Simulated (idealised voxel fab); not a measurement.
process module | voxel trench capacitor
cross-section cut | 270 nm wide | cells 5 nm
A cross-section is a grid of square cells, given in bands from the top down. A band is one or more rows of cells.
Each band's line starts with the height of the band's top and of its bottom, in nm. Then come its materials from left to right, each with its width in nm. One material with "throughout" fills the band from edge to edge. "air" is empty space.
Height 0 is the level under which the wafer as received is all one material. The lowest band goes on downwards, as in "0 down".
A width such as "30 to 40" changes by the same amount from each row of cells to the next, from the band's top row to its bottom row.
"no change" after a step means that no cell of the cross-section changed.
closed voids: empty space of 8 cells or more with no open way to the top, each as width x height at its distance from the left edge, in nm
after a step's settings: what the simulator itself notes on the step
overlay nm, on a step with a mask: how far to the right of its planned place the mask lay; to the left if negative
plan
1 op RECEIVE | material Si
2 op CONFORMAL_DEP | material SiN | thk nm 5
3 op DIRECTIONAL_DEP | material aC | thk nm 15
4 op PATTERN | tone open | mask id TRENCH | material resist | width nm 15 | pitch nm 30 | thk nm 35 | overlay nm -15
5 op DIRECTIONAL_ETCH | etch materials aC | depth nm 15
6 op STRIP | etch materials resist
7 op DIRECTIONAL_ETCH | etch materials SiN | depth nm 5
8 op DIRECTIONAL_ETCH | etch materials Si | depth nm 35
9 op STRIP | etch materials aC
10 op CONFORMAL_DEP | material SiO2 | thk nm 5
11 op FILL_DEP | material polySi | thk nm 10
12 op CMP | height nm 5
varied across the wafers: overlay nm of step 4. The plan shows the first wafer's value. All wafers start alike
first wafer as received, after step 1
  0 down: Si throughout
  closed voids: none
each wafer at the end: cells of each material gained (+) or lost (-) since it was received, then its closed voids
overlay nm -15 | -63 Si | +45 SiN | +51 SiO2 | +21 polySi | closed voids: none
overlay nm -10 | -63 Si | +45 SiN | +51 SiO2 | +21 polySi | closed voids: none
overlay nm -5 | -63 Si | +45 SiN | +51 SiO2 | +21 polySi | closed voids: none
overlay nm 0 | -63 Si | +45 SiN | +51 SiO2 | +21 polySi | closed voids: none
overlay nm 5 | -63 Si | +45 SiN | +51 SiO2 | +21 polySi | closed voids: none
overlay nm 10 | -63 Si | +45 SiN | +51 SiO2 | +21 polySi | closed voids: none
overlay nm 15 | -63 Si | +45 SiN | +51 SiO2 | +21 polySi | closed voids: none
